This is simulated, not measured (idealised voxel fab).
Herein follows the process module entitled voxel transistor to metal.
Displayed cross-section: cut, width of 260 nm, square cells sized 5 nm.
If you're reading a cross-section in this doc, picture square cells in a grid; it comes to you as bands, top ones listed first down to the bottom, and a band can be one or more rows of cells. Heads up on the band format: heights come first, top then bottom, in nm. After that it's the materials left to right, each with its width in nm. A single material flagged "throughout" fills the whole band edge to edge, and "empty" means there's empty space there. Basically, 0 is our baseline, since under it the wafer straight out of the box is all one material. The bottom band has no lower end and keeps on going down, so it looks like "0 and below". The two numbers in a width such as "30..40" mark its ends across the band: the first belongs to the top row of cells, the second to the bottom row, and from each row to the next the width moves by the same amount. It should be understood that the words "nothing different", when stated for a given step, signify that the cross-section underwent no change in any of its cells during that step. Reported under the label "Tabulated closed voids" are the empty spaces having no open way to the top and comprising 8 cells or more; the notation for each is width x height at distance, in which the distance is measured from the left edge and all three values are in nm. That trailing text on a step's line, after the settings, is the simulator's own remark on the step. overlay nm: right-of-plan distance of the mask on a masked step; negative values mean left-of-plan. Note on reading: below, each pair holds a cross-section from before one process step and one from after it; the one from after shows only down to the lowest band that changed. Beneath the pair, the step in between is stated along with its settings. The pairs can stem from different runs of this module on the same starting wafer. Where a pair's entry headed "Pre-process state" says so, and only there, that pair continues from the pair above it.

# Pre-process state
15 down to 0  SiN throughout
0 and below  Si throughout
Tabulated closed voids: none

# Post-Step Cross-Section
30 down to 15  aC throughout
No changes below 15.
Tabulated closed voids: none
Link between the two cross-sections above: DIRECTIONAL_DEP, material aC, thk nm 15

Pre-process state: For the state before this step, see the after cross-section of the pair located directly above.

# Post-Step Cross-Section
65 down to 30  empty: 15, then resist: 105, then empty: 20, then resist: 105, then empty: 15
No changes below 30.
Tabulated closed voids: none
Link between the two cross-sections above: PATTERN, tone cover, mask id ACTIVE, material resist, width nm 105, pitch nm 125, thk nm 35, overlay nm 0

Pre-process state: For the state before this step, see the after cross-section of the pair located directly above.

# Post-Step Cross-Section
50 down to 30  empty: 15, then resist: 105, then empty: 20, then resist: 105, then empty: 15
30 down to 15  empty: 15, then aC: 105, then empty: 20, then aC: 105, then empty: 15
No changes below 15.
Tabulated closed voids: none
Link between the two cross-sections above: DIRECTIONAL_ETCH, etch materials aC, depth nm 15

Pre-process state: For the state before this step, see the after cross-section of the pair located directly above.

# Post-Step Cross-Section
30 down to 15  empty: 15, then aC: 105, then empty: 20, then aC: 105, then empty: 15
No changes below 15.
Tabulated closed voids: none
Link between the two cross-sections above: STRIP, etch materials resist

Pre-process state: For the state before this step, see the after cross-section of the pair located directly above.

# Post-Step Cross-Section
30 down to 15  empty: 15, then aC: 105, then empty: 20, then aC: 105, then empty: 15
15 down to 0  empty: 15, then SiN: 105, then empty: 20, then SiN: 105, then empty: 15
No changes below 0.
Tabulated closed voids: none
Link between the two cross-sections above: DIRECTIONAL_ETCH, etch materials SiN, depth nm 15

Pre-process state: For the state before this step, see the after cross-section of the pair located directly above.

# Post-Step Cross-Section
30 down to 15  empty: 15, then aC: 105, then empty: 20, then aC: 105, then empty: 15
15 down to 0  empty: 15, then SiN: 105, then empty: 20, then SiN: 105, then empty: 15
0 down to -30  empty: 15, then Si: 105, then empty: 20, then Si: 105, then empty: 15
No changes below -30.
Tabulated closed voids: none
Link between the two cross-sections above: DIRECTIONAL_ETCH, etch materials Si, depth nm 30

Pre-process state: For the state before this step, see the after cross-section of the pair located directly above.

# Post-Step Cross-Section
15 down to 0  empty: 15, then SiN: 105, then empty: 20, then SiN: 105, then empty: 15
No changes below 0.
Tabulated closed voids: none
Link between the two cross-sections above: STRIP, etch materials aC

Pre-process state: For the state before this step, see the after cross-section of the pair located directly above.

# Post-Step Cross-Section
25 down to 15  SiO2 throughout
15 down to 0  SiO2: 15, then SiN: 105, then SiO2: 20, then SiN: 105, then SiO2: 15
0 down to -30  SiO2: 15, then Si: 105, then SiO2: 20, then Si: 105, then SiO2: 15
No changes below -30.
Tabulated closed voids: none
Link between the two cross-sections above: FILL_DEP, material SiO2, thk nm 10

Pre-process state: For the state before this step, see the after cross-section of the pair located directly above.

# Post-Step Cross-Section
20 down to 15  SiO2 throughout
No changes below 15.
Tabulated closed voids: none
Link between the two cross-sections above: CMP, height nm 20

Pre-process state: For the state before this step, see the after cross-section of the pair located directly above.

# Post-Step Cross-Section
15 down to 0  SiO2: 15, then SiN: 105, then SiO2: 20, then SiN: 105, then SiO2: 15
No changes below 0.
Tabulated closed voids: none
Link between the two cross-sections above: SELECTIVE_ETCH, etch materials SiO2, depth nm 5

Pre-process state: For the state before this step, see the after cross-section of the pair located directly above.

# Post-Step Cross-Section
15 down to 0  SiO2: 15, then empty: 105, then SiO2: 20, then empty: 105, then SiO2: 15
No changes below 0.
Tabulated closed voids: none
Link between the two cross-sections above: STRIP, etch materials SiN

Pre-process state: For the state before this step, see the after cross-section of the pair located directly above.

# Post-Step Cross-Section
10 down to 0  SiO2: 10, then empty: 115, then SiO2: 10, then empty: 115, then SiO2: 10
0 down to -5  SiO2: 10, then empty: 5, then Si: 105, then empty: 5, then SiO2: 10, then empty: 5, then Si: 105, then empty: 5, then SiO2: 10
No changes below -5.
Tabulated closed voids: none
Link between the two cross-sections above: SELECTIVE_ETCH, etch materials SiO2, depth nm 5

Pre-process state: For the state before this step, see the after cross-section of the pair located directly above.

# Post-Step Cross-Section
10 down to 0  SiO2: 10, then empty: 115, then SiO2: 10, then empty: 115, then SiO2: 10
0 down to -5  SiO2: 10, then empty: 5, then SiO2: 105, then empty: 5, then SiO2: 10, then empty: 5, then SiO2: 105, then empty: 5, then SiO2: 10
-5 down to -10  SiO2: 20, then Si: 95, then SiO2: 30, then Si: 95, then SiO2: 20
No changes below -10.
Tabulated closed voids: none
Link between the two cross-sections above: OXIDIZE, depth nm 5

Pre-process state: For the state before this step, see the after cross-section of the pair located directly above.

# Post-Step Cross-Section
35 down to 25  polySi: 10, then empty: 115, then polySi: 10, then empty: 115, then polySi: 10
25 down to 20  polySi: 10, then empty: 5, then polySi: 105, then empty: 5, then polySi: 10, then empty: 5, then polySi: 105, then empty: 5, then polySi: 10
20 down to 10  polySi throughout
10 down to 0  SiO2: 10, then polySi: 115, then SiO2: 10, then polySi: 115, then SiO2: 10
0 down to -5  SiO2: 10, then polySi: 5, then SiO2: 105, then polySi: 5, then SiO2: 10, then polySi: 5, then SiO2: 105, then polySi: 5, then SiO2: 10
No changes below -5.
Tabulated closed voids: none
Link between the two cross-sections above: DIRECTIONAL_DEP, material polySi, thk nm 25

Pre-process state: For the state before this step, see the after cross-section of the pair located directly above.

# Post-Step Cross-Section
45 down to 35  SiCN: 10, then empty: 115, then SiCN: 10, then empty: 115, then SiCN: 10
35 down to 30  polySi: 10, then empty: 5, then SiCN: 105, then empty: 5, then polySi: 10, then empty: 5, then SiCN: 105, then empty: 5, then polySi: 10
30 down to 25  polySi: 10, then SiCN: 115, then polySi: 10, then SiCN: 115, then polySi: 10
25 down to 20  polySi: 10, then SiCN: 5, then polySi: 105, then SiCN: 5, then polySi: 10, then SiCN: 5, then polySi: 105, then SiCN: 5, then polySi: 10
No changes below 20.
Tabulated closed voids: none
Link between the two cross-sections above: DIRECTIONAL_DEP, material SiCN, thk nm 10

Pre-process state: For the state before this step, see the after cross-section of the pair located directly above.

# Post-Step Cross-Section
35 down to 25  polySi: 10, then empty: 50, then SiCN: 15, then empty: 50, then polySi: 10, then empty: 50, then SiCN: 15, then empty: 50, then polySi: 10
25 down to 20  polySi: 10, then empty: 5, then polySi: 105, then empty: 5, then polySi: 10, then empty: 5, then polySi: 105, then empty: 5, then polySi: 10
No changes below 20.
Tabulated closed voids: none
Link between the two cross-sections above: MASKED_ETCH, tone cover, mask id GATE, width nm 15, pitch nm 125, etch materials SiCN, depth nm 20, overlay nm 0

Pre-process state: For the state before this step, see the after cross-section of the pair located directly above.

# Post-Step Cross-Section
35 down to 25  empty: 60, then SiCN: 15, then empty: 110, then SiCN: 15, then empty: 60
25 down to 10  empty: 60, then polySi: 15, then empty: 110, then polySi: 15, then empty: 60
10 down to 0  SiO2: 10, then empty: 50, then polySi: 15, then empty: 50, then SiO2: 10, then empty: 50, then polySi: 15, then empty: 50, then SiO2: 10
0 down to -5  SiO2: 10, then empty: 5, then SiO2: 105, then empty: 5, then SiO2: 10, then empty: 5, then SiO2: 105, then empty: 5, then SiO2: 10
No changes below -5.
Tabulated closed voids: none
Link between the two cross-sections above: MASKED_ETCH, tone cover, mask id GATE, width nm 15, pitch nm 125, etch materials polySi, depth nm 35, overlay nm 0

Pre-process state: For the state before this step, see the after cross-section of the pair located directly above.

# Post-Step Cross-Section
40 down to 35  empty: 55, then SiN: 25, then empty: 100, then SiN: 25, then empty: 55
35 down to 25  empty: 55, then SiN: 5, then SiCN: 15, then SiN: 5, then empty: 100, then SiN: 5, then SiCN: 15, then SiN: 5, then empty: 55
25 down to 15  empty: 55, then SiN: 5, then polySi: 15, then SiN: 5, then empty: 100, then SiN: 5, then polySi: 15, then SiN: 5, then empty: 55
15 down to 10  SiN: 15, then empty: 40, then SiN: 5, then polySi: 15, then SiN: 5, then empty: 40, then SiN: 20, then empty: 40, then SiN: 5, then polySi: 15, then SiN: 5, then empty: 40, then SiN: 15
10 down to 5  SiO2: 10, then SiN: 5, then empty: 40, then SiN: 5, then polySi: 15, then SiN: 5, then empty: 40, then SiN: 5, then SiO2: 10, then SiN: 5, then empty: 40, then SiN: 5, then polySi: 15, then SiN: 5, then empty: 40, then SiN: 5, then SiO2: 10
5 down to 0  SiO2: 10, then SiN: 50, then polySi: 15, then SiN: 50, then SiO2: 10, then SiN: 50, then polySi: 15, then SiN: 50, then SiO2: 10
0 down to -5  SiO2: 10, then SiN: 5, then SiO2: 105, then SiN: 5, then SiO2: 10, then SiN: 5, then SiO2: 105, then SiN: 5, then SiO2: 10
No changes below -5.
Tabulated closed voids: none
Link between the two cross-sections above: CONFORMAL_DEP, material SiN, thk nm 5

Pre-process state: For the state before this step, see the after cross-section of the pair located directly above.

# Post-Step Cross-Section
35 down to 25  empty: 55, then SiN: 5, then SiCN: 15, then SiN: 5, then empty: 100, then SiN: 5, then SiCN: 15, then SiN: 5, then empty: 55
25 down to 10  empty: 55, then SiN: 5, then polySi: 15, then SiN: 5, then empty: 100, then SiN: 5, then polySi: 15, then SiN: 5, then empty: 55
10 down to 0  SiO2: 10, then SiN: 5, then empty: 40, then SiN: 5, then polySi: 15, then SiN: 5, then empty: 40, then SiN: 5, then SiO2: 10, then SiN: 5, then empty: 40, then SiN: 5, then polySi: 15, then SiN: 5, then empty: 40, then SiN: 5, then SiO2: 10
No changes below 0.
Tabulated closed voids: none
Link between the two cross-sections above: DIRECTIONAL_ETCH, etch materials SiN, depth nm 5

Pre-process state: For the state before this step, see the after cross-section of the pair located directly above.

# Post-Step Cross-Section
35 down to 25  empty: 55, then SiN: 5, then SiCN: 15, then SiN: 5, then empty: 100, then SiN: 5, then SiCN: 15, then SiN: 5, then empty: 55
25 down to 10  empty: 55, then SiN: 5, then polySi: 15, then SiN: 5, then empty: 100, then SiN: 5, then polySi: 15, then SiN: 5, then empty: 55
10 down to 5  empty: 10, then SiN: 5, then empty: 40, then SiN: 5, then polySi: 15, then SiN: 5, then empty: 40, then SiN: 5, then empty: 10, then SiN: 5, then empty: 40, then SiN: 5, then polySi: 15, then SiN: 5, then empty: 40, then SiN: 5, then empty: 10
5 down to 0  SiO2: 10, then SiN: 5, then empty: 40, then SiN: 5, then polySi: 15, then SiN: 5, then empty: 40, then SiN: 5, then SiO2: 10, then SiN: 5, then empty: 40, then SiN: 5, then polySi: 15, then SiN: 5, then empty: 40, then SiN: 5, then SiO2: 10
0 down to -5  SiO2: 10, then SiN: 5, then empty: 40, then SiO2: 25, then empty: 40, then SiN: 5, then SiO2: 10, then SiN: 5, then empty: 40, then SiO2: 25, then empty: 40, then SiN: 5, then SiO2: 10
No changes below -5.
Tabulated closed voids: none
Link between the two cross-sections above: DIRECTIONAL_ETCH, etch materials SiO2, depth nm 5

Pre-process state: For the state before this step, see the after cross-section of the pair located directly above.

# Post-Step Cross-Section
35 down to 25  empty: 55, then SiN: 5, then SiCN: 15, then SiN: 5, then empty: 100, then SiN: 5, then SiCN: 15, then SiN: 5, then empty: 55
25 down to 10  empty: 55, then SiN: 5, then polySi: 15, then SiN: 5, then empty: 100, then SiN: 5, then polySi: 15, then SiN: 5, then empty: 55
10 down to 5  empty: 10, then SiN: 5, then empty: 40, then SiN: 5, then polySi: 15, then SiN: 5, then empty: 40, then SiN: 5, then empty: 10, then SiN: 5, then empty: 40, then SiN: 5, then polySi: 15, then SiN: 5, then empty: 40, then SiN: 5, then empty: 10
5 down to 0  SiO2: 10, then SiN: 5, then empty: 40, then SiN: 5, then polySi: 15, then SiN: 5, then empty: 40, then SiN: 5, then SiO2: 10, then SiN: 5, then empty: 40, then SiN: 5, then polySi: 15, then SiN: 5, then empty: 40, then SiN: 5, then SiO2: 10
0 down to -5  SiO2: 10, then SiN: 5, then nSi: 40, then SiO2: 25, then nSi: 40, then SiN: 5, then SiO2: 10, then SiN: 5, then nSi: 40, then SiO2: 25, then nSi: 40, then SiN: 5, then SiO2: 10
No changes below -5.
Tabulated closed voids: none
Link between the two cross-sections above: EPI, material nSi, thk nm 5

Pre-process state: For the state before this step, see the after cross-section of the pair located directly above.

# Post-Step Cross-Section
45 down to 35  SiO2 throughout
35 down to 25  SiO2: 55, then SiN: 5, then SiCN: 15, then SiN: 5, then SiO2: 100, then SiN: 5, then SiCN: 15, then SiN: 5, then SiO2: 55
25 down to 10  SiO2: 55, then SiN: 5, then polySi: 15, then SiN: 5, then SiO2: 100, then SiN: 5, then polySi: 15, then SiN: 5, then SiO2: 55
10 down to 0  SiO2: 10, then SiN: 5, then SiO2: 40, then SiN: 5, then polySi: 15, then SiN: 5, then SiO2: 40, then SiN: 5, then SiO2: 10, then SiN: 5, then SiO2: 40, then SiN: 5, then polySi: 15, then SiN: 5, then SiO2: 40, then SiN: 5, then SiO2: 10
No changes below 0.
Tabulated closed voids: none
Link between the two cross-sections above: FILL_DEP, material SiO2, thk nm 10

Pre-process state: For the state before this step, see the after cross-section of the pair located directly above.

# Post-Step Cross-Section
35 down to 25  SiO2: 55, then SiN: 5, then SiCN: 15, then SiN: 5, then SiO2: 100, then SiN: 5, then SiCN: 15, then SiN: 5, then SiO2: 55
No changes below 25.
Tabulated closed voids: none
Link between the two cross-sections above: CMP, height nm 35

Pre-process state: For the state before this step, see the after cross-section of the pair located directly above.

# Post-Step Cross-Section
45 down to 35  SiO2 throughout
No changes below 35.
Tabulated closed voids: none
Link between the two cross-sections above: DIRECTIONAL_DEP, material SiO2, thk nm 10

Pre-process state: For the state before this step, see the after cross-section of the pair located directly above.

# Post-Step Cross-Section
55 down to 45  aC throughout
No changes below 45.
Tabulated closed voids: none
Link between the two cross-sections above: DIRECTIONAL_DEP, material aC, thk nm 10

Pre-process state: For the state before this step, see the after cross-section of the pair located directly above.

# Post-Step Cross-Section
80 down to 55  resist: 20, then empty: 20, then resist: 55, then empty: 20, then resist: 30, then empty: 20, then resist: 55, then empty: 20, then resist: 20
No changes below 55.
Tabulated closed voids: none
Link between the two cross-sections above: PATTERN, tone open, mask id CONTACT, material resist, width nm 20, thk nm 25, overlay nm 0

Pre-process state: For the state before this step, see the after cross-section of the pair located directly above.

# Post-Step Cross-Section
70 down to 55  resist: 20, then empty: 20, then resist: 55, then empty: 20, then resist: 30, then empty: 20, then resist: 55, then empty: 20, then resist: 20
55 down to 45  aC: 20, then empty: 20, then aC: 55, then empty: 20, then aC: 30, then empty: 20, then aC: 55, then empty: 20, then aC: 20
No changes below 45.
Tabulated closed voids: none
Link between the two cross-sections above: DIRECTIONAL_ETCH, etch materials aC, depth nm 10

Pre-process state: For the state before this step, see the after cross-section of the pair located directly above.

# Post-Step Cross-Section
55 down to 45  aC: 20, then empty: 20, then aC: 55, then empty: 20, then aC: 30, then empty: 20, then aC: 55, then empty: 20, then aC: 20
No changes below 45.
Tabulated closed voids: none
Link between the two cross-sections above: STRIP, etch materials resist

Pre-process state: For the state before this step, see the after cross-section of the pair located directly above.

# Post-Step Cross-Section
55 down to 45  aC: 20, then empty: 20, then aC: 55, then empty: 20, then aC: 30, then empty: 20, then aC: 55, then empty: 20, then aC: 20
45 down to 35  SiO2: 20, then empty: 20, then SiO2: 55, then empty: 20, then SiO2: 30, then empty: 20, then SiO2: 55, then empty: 20, then SiO2: 20
35 down to 25  SiO2: 20, then empty: 20, then SiO2: 15, then SiN: 5, then SiCN: 15, then SiN: 5, then SiO2: 15, then empty: 20, then SiO2: 30, then empty: 20, then SiO2: 15, then SiN: 5, then SiCN: 15, then SiN: 5, then SiO2: 15, then empty: 20, then SiO2: 20
25 down to 10  SiO2: 20, then empty: 20, then SiO2: 15, then SiN: 5, then polySi: 15, then SiN: 5, then SiO2: 15, then empty: 20, then SiO2: 30, then empty: 20, then SiO2: 15, then SiN: 5, then polySi: 15, then SiN: 5, then SiO2: 15, then empty: 20, then SiO2: 20
10 down to 0  SiO2: 10, then SiN: 5, then SiO2: 5, then empty: 20, then SiO2: 15, then SiN: 5, then polySi: 15, then SiN: 5, then SiO2: 15, then empty: 20, then SiO2: 5, then SiN: 5, then SiO2: 10, then SiN: 5, then SiO2: 5, then empty: 20, then SiO2: 15, then SiN: 5, then polySi: 15, then SiN: 5, then SiO2: 15, then empty: 20, then SiO2: 5, then SiN: 5, then SiO2: 10
No changes below 0.
Tabulated closed voids: none
Link between the two cross-sections above: DIRECTIONAL_ETCH, etch materials SiO2, depth nm 45

Pre-process state: For the state before this step, see the after cross-section of the pair located directly above.

# Post-Step Cross-Section
45 down to 35  SiO2: 20, then empty: 20, then SiO2: 55, then empty: 20, then SiO2: 30, then empty: 20, then SiO2: 55, then empty: 20, then SiO2: 20
No changes below 35.
Tabulated closed voids: none
Link between the two cross-sections above: STRIP, etch materials aC

Pre-process state: For the state before this step, see the after cross-section of the pair located directly above.

# Post-Step Cross-Section
50 down to 45  TiN: 25, then empty: 10, then TiN: 65, then empty: 10, then TiN: 40, then empty: 10, then TiN: 65, then empty: 10, then TiN: 25
45 down to 35  SiO2: 20, then TiN: 5, then empty: 10, then TiN: 5, then SiO2: 55, then TiN: 5, then empty: 10, then TiN: 5, then SiO2: 30, then TiN: 5, then empty: 10, then TiN: 5, then SiO2: 55, then TiN: 5, then empty: 10, then TiN: 5, then SiO2: 20
35 down to 25  SiO2: 20, then TiN: 5, then empty: 10, then TiN: 5, then SiO2: 15, then SiN: 5, then SiCN: 15, then SiN: 5, then SiO2: 15, then TiN: 5, then empty: 10, then TiN: 5, then SiO2: 30, then TiN: 5, then empty: 10, then TiN: 5, then SiO2: 15, then SiN: 5, then SiCN: 15, then SiN: 5, then SiO2: 15, then TiN: 5, then empty: 10, then TiN: 5, then SiO2: 20
25 down to 10  SiO2: 20, then TiN: 5, then empty: 10, then TiN: 5, then SiO2: 15, then SiN: 5, then polySi: 15, then SiN: 5, then SiO2: 15, then TiN: 5, then empty: 10, then TiN: 5, then SiO2: 30, then TiN: 5, then empty: 10, then TiN: 5, then SiO2: 15, then SiN: 5, then polySi: 15, then SiN: 5, then SiO2: 15, then TiN: 5, then empty: 10, then TiN: 5, then SiO2: 20
10 down to 5  SiO2: 10, then SiN: 5, then SiO2: 5, then TiN: 5, then empty: 10, then TiN: 5, then SiO2: 15, then SiN: 5, then polySi: 15, then SiN: 5, then SiO2: 15, then TiN: 5, then empty: 10, then TiN: 5, then SiO2: 5, then SiN: 5, then SiO2: 10, then SiN: 5, then SiO2: 5, then TiN: 5, then empty: 10, then TiN: 5, then SiO2: 15, then SiN: 5, then polySi: 15, then SiN: 5, then SiO2: 15, then TiN: 5, then empty: 10, then TiN: 5, then SiO2: 5, then SiN: 5, then SiO2: 10
5 down to 0  SiO2: 10, then SiN: 5, then SiO2: 5, then TiN: 20, then SiO2: 15, then SiN: 5, then polySi: 15, then SiN: 5, then SiO2: 15, then TiN: 20, then SiO2: 5, then SiN: 5, then SiO2: 10, then SiN: 5, then SiO2: 5, then TiN: 20, then SiO2: 15, then SiN: 5, then polySi: 15, then SiN: 5, then SiO2: 15, then TiN: 20, then SiO2: 5, then SiN: 5, then SiO2: 10
No changes below 0.
Tabulated closed voids: none
Link between the two cross-sections above: CONFORMAL_DEP, material TiN, thk nm 5

Pre-process state: For the state before this step, see the after cross-section of the pair located directly above.

# Post-Step Cross-Section
60 down to 50  W throughout
50 down to 45  TiN: 25, then W: 10, then TiN: 65, then W: 10, then TiN: 40, then W: 10, then TiN: 65, then W: 10, then TiN: 25
45 down to 35  SiO2: 20, then TiN: 5, then W: 10, then TiN: 5, then SiO2: 55, then TiN: 5, then W: 10, then TiN: 5, then SiO2: 30, then TiN: 5, then W: 10, then TiN: 5, then SiO2: 55, then TiN: 5, then W: 10, then TiN: 5, then SiO2: 20
35 down to 25  SiO2: 20, then TiN: 5, then W: 10, then TiN: 5, then SiO2: 15, then SiN: 5, then SiCN: 15, then SiN: 5, then SiO2: 15, then TiN: 5, then W: 10, then TiN: 5, then SiO2: 30, then TiN: 5, then W: 10, then TiN: 5, then SiO2: 15, then SiN: 5, then SiCN: 15, then SiN: 5, then SiO2: 15, then TiN: 5, then W: 10, then TiN: 5, then SiO2: 20
25 down to 10  SiO2: 20, then TiN: 5, then W: 10, then TiN: 5, then SiO2: 15, then SiN: 5, then polySi: 15, then SiN: 5, then SiO2: 15, then TiN: 5, then W: 10, then TiN: 5, then SiO2: 30, then TiN: 5, then W: 10, then TiN: 5, then SiO2: 15, then SiN: 5, then polySi: 15, then SiN: 5, then SiO2: 15, then TiN: 5, then W: 10, then TiN: 5, then SiO2: 20
10 down to 5  SiO2: 10, then SiN: 5, then SiO2: 5, then TiN: 5, then W: 10, then TiN: 5, then SiO2: 15, then SiN: 5, then polySi: 15, then SiN: 5, then SiO2: 15, then TiN: 5, then W: 10, then TiN: 5, then SiO2: 5, then SiN: 5, then SiO2: 10, then SiN: 5, then SiO2: 5, then TiN: 5, then W: 10, then TiN: 5, then SiO2: 15, then SiN: 5, then polySi: 15, then SiN: 5, then SiO2: 15, then TiN: 5, then W: 10, then TiN: 5, then SiO2: 5, then SiN: 5, then SiO2: 10
No changes below 5.
Tabulated closed voids: none
Link between the two cross-sections above: FILL_DEP, material W, thk nm 10

Pre-process state: For the state before this step, see the after cross-section of the pair located directly above.

# Post-Step Cross-Section
45 down to 35  SiO2: 20, then TiN: 5, then W: 10, then TiN: 5, then SiO2: 55, then TiN: 5, then W: 10, then TiN: 5, then SiO2: 30, then TiN: 5, then W: 10, then TiN: 5, then SiO2: 55, then TiN: 5, then W: 10, then TiN: 5, then SiO2: 20
No changes below 35.
Tabulated closed voids: none
Link between the two cross-sections above: CMP, height nm 45

Pre-process state: For the state before this step, see the after cross-section of the pair located directly above.

# Post-Step Cross-Section
50 down to 45  TiN throughout
No changes below 45.
Tabulated closed voids: none
Link between the two cross-sections above: DIRECTIONAL_DEP, material TiN, thk nm 5

Pre-process state: For the state before this step, see the after cross-section of the pair located directly above.

# Post-Step Cross-Section
70 down to 50  W throughout
No changes below 50.
Tabulated closed voids: none
Link between the two cross-sections above: DIRECTIONAL_DEP, material W, thk nm 20

Pre-process state: For the state before this step, see the after cross-section of the pair located directly above.

# Post-Step Cross-Section
70 down to 50  empty: 20, then W: 20, then empty: 55, then W: 20, then empty: 30, then W: 20, then empty: 55, then W: 20, then empty: 20
No changes below 50.
Tabulated closed voids: none
Link between the two cross-sections above: MASKED_ETCH, tone cover, mask id METAL_1, width nm 20, etch materials W, depth nm 20, overlay nm 0

Pre-process state: For the state before this step, see the after cross-section of the pair located directly above.

# Post-Step Cross-Section
70 down to 50  empty: 20, then W: 20, then empty: 55, then W: 20, then empty: 30, then W: 20, then empty: 55, then W: 20, then empty: 20
50 down to 45  empty: 20, then TiN: 20, then empty: 55, then TiN: 20, then empty: 30, then TiN: 20, then empty: 55, then TiN: 20, then empty: 20
No changes below 45.
Tabulated closed voids: none
Link between the two cross-sections above: MASKED_ETCH, tone cover, mask id METAL_1, width nm 20, etch materials TiN, depth nm 5, overlay nm 0

Pre-process state: For the state before this step, see the after cross-section of the pair located directly above.

# Post-Step Cross-Section
75 down to 70  lowk throughout
70 down to 50  lowk: 20, then W: 20, then lowk: 55, then W: 20, then lowk: 30, then W: 20, then lowk: 55, then W: 20, then lowk: 20
50 down to 45  lowk: 20, then TiN: 20, then lowk: 55, then TiN: 20, then lowk: 30, then TiN: 20, then lowk: 55, then TiN: 20, then lowk: 20
No changes below 45.
Tabulated closed voids: none
Link between the two cross-sections above: FILL_DEP, material lowk, thk nm 5

Pre-process state: For the state before this step, see the after cross-section of the pair located directly above.

# Post-Step Cross-Section
70 down to 50  lowk: 20, then W: 20, then lowk: 55, then W: 20, then lowk: 30, then W: 20, then lowk: 55, then W: 20, then lowk: 20
No changes below 50.
Tabulated closed voids: none
Link between the two cross-sections above: CMP, height nm 70

Pre-process state: For the state before this step, see the after cross-section of the pair located directly above.

# Post-Step Cross-Section
75 down to 70  SiCN throughout
No changes below 70.
Tabulated closed voids: none
Link between the two cross-sections above: CONFORMAL_DEP, material SiCN, thk nm 5

Pre-process state: For the state before this step, see the after cross-section of the pair located directly above.

# Post-Step Cross-Section
100 down to 75  SiO2 throughout
No changes below 75.
Tabulated closed voids: none
Link between the two cross-sections above: DIRECTIONAL_DEP, material SiO2, thk nm 25

Pre-process state: For the state before this step, see the after cross-section of the pair located directly above.

# Post-Step Cross-Section
115 down to 100  resist: 20, then empty: 20, then resist: 105, then empty: 20, then resist: 95
No changes below 100.
Tabulated closed voids: none
Link between the two cross-sections above: PATTERN, tone open, mask id METAL_2, material resist, width nm 20, pitch nm 125, thk nm 15, overlay nm 0

Pre-process state: For the state before this step, see the after cross-section of the pair located directly above.

# Post-Step Cross-Section
115 down to 100  resist: 20, then empty: 20, then resist: 105, then empty: 20, then resist: 95
100 down to 85  SiO2: 20, then empty: 20, then SiO2: 105, then empty: 20, then SiO2: 95
No changes below 85.
Tabulated closed voids: none
Link between the two cross-sections above: DIRECTIONAL_ETCH, etch materials SiO2, depth nm 15

Pre-process state: For the state before this step, see the after cross-section of the pair located directly above.

# Post-Step Cross-Section
100 down to 85  SiO2: 20, then empty: 20, then SiO2: 105, then empty: 20, then SiO2: 95
No changes below 85.
Tabulated closed voids: none
Link between the two cross-sections above: STRIP, etch materials resist

Pre-process state: For the state before this step, see the after cross-section of the pair located directly above.

# Post-Step Cross-Section
120 down to 100  resist: 20, then empty: 15, then resist: 110, then empty: 15, then resist: 100
100 down to 85  SiO2: 20, then empty: 15, then resist: 5, then SiO2: 105, then empty: 15, then resist: 5, then SiO2: 95
No changes below 85.
Tabulated closed voids: none
Link between the two cross-sections above: PATTERN, tone open, mask id METAL_2_HOLES, material resist, width nm 15, pitch nm 125, thk nm 20, overlay nm 0

Pre-process state: For the state before this step, see the after cross-section of the pair located directly above.

# Post-Step Cross-Section
120 down to 100  resist: 20, then empty: 15, then resist: 110, then empty: 15, then resist: 100
100 down to 85  SiO2: 20, then empty: 15, then resist: 5, then SiO2: 105, then empty: 15, then resist: 5, then SiO2: 95
85 down to 75  SiO2: 20, then empty: 15, then SiO2: 110, then empty: 15, then SiO2: 100
No changes below 75.
Tabulated closed voids: none
Link between the two cross-sections above: DIRECTIONAL_ETCH, etch materials SiO2, depth nm 10

Pre-process state: For the state before this step, see the after cross-section of the pair located directly above.

# Post-Step Cross-Section
120 down to 100  resist: 20, then empty: 15, then resist: 110, then empty: 15, then resist: 100
100 down to 85  SiO2: 20, then empty: 15, then resist: 5, then SiO2: 105, then empty: 15, then resist: 5, then SiO2: 95
85 down to 75  SiO2: 20, then empty: 15, then SiO2: 110, then empty: 15, then SiO2: 100
75 down to 70  SiCN: 20, then empty: 15, then SiCN: 110, then empty: 15, then SiCN: 100
No changes below 70.
Tabulated closed voids: none
Link between the two cross-sections above: DIRECTIONAL_ETCH, etch materials SiCN, depth nm 5

Pre-process state: For the state before this step, see the after cross-section of the pair located directly above.

# Post-Step Cross-Section
100 down to 85  SiO2: 20, then empty: 20, then SiO2: 105, then empty: 20, then SiO2: 95
No changes below 85.
Tabulated closed voids: none
Link between the two cross-sections above: STRIP, etch materials resist

Pre-process state: For the state before this step, see the after cross-section of the pair located directly above.

# Post-Step Cross-Section
105 down to 100  TiN: 25, then empty: 10, then TiN: 115, then empty: 10, then TiN: 100
100 down to 90  SiO2: 20, then TiN: 5, then empty: 10, then TiN: 5, then SiO2: 105, then TiN: 5, then empty: 10, then TiN: 5, then SiO2: 95
90 down to 85  SiO2: 20, then TiN: 5, then empty: 5, then TiN: 10, then SiO2: 105, then TiN: 5, then empty: 5, then TiN: 10, then SiO2: 95
85 down to 75  SiO2: 20, then TiN: 5, then empty: 5, then TiN: 5, then SiO2: 110, then TiN: 5, then empty: 5, then TiN: 5, then SiO2: 100
75 down to 70  SiCN: 20, then TiN: 15, then SiCN: 110, then TiN: 15, then SiCN: 100
No changes below 70.
Tabulated closed voids: none
Link between the two cross-sections above: CONFORMAL_DEP, material TiN, thk nm 5

Pre-process state: For the state before this step, see the after cross-section of the pair located directly above.

# Post-Step Cross-Section
115 down to 105  Ru throughout
105 down to 100  TiN: 25, then Ru: 10, then TiN: 115, then Ru: 10, then TiN: 100
100 down to 90  SiO2: 20, then TiN: 5, then Ru: 10, then TiN: 5, then SiO2: 105, then TiN: 5, then Ru: 10, then TiN: 5, then SiO2: 95
90 down to 85  SiO2: 20, then TiN: 5, then Ru: 5, then TiN: 10, then SiO2: 105, then TiN: 5, then Ru: 5, then TiN: 10, then SiO2: 95
85 down to 75  SiO2: 20, then TiN: 5, then Ru: 5, then TiN: 5, then SiO2: 110, then TiN: 5, then Ru: 5, then TiN: 5, then SiO2: 100
No changes below 75.
Tabulated closed voids: none
Link between the two cross-sections above: FILL_DEP, material Ru, thk nm 10

Pre-process state: For the state before this step, see the after cross-section of the pair located directly above.

# Post-Step Cross-Section
100 down to 90  SiO2: 20, then TiN: 5, then Ru: 10, then TiN: 5, then SiO2: 105, then TiN: 5, then Ru: 10, then TiN: 5, then SiO2: 95
No changes below 90.
Tabulated closed voids: none
Link between the two cross-sections above: CMP, height nm 100
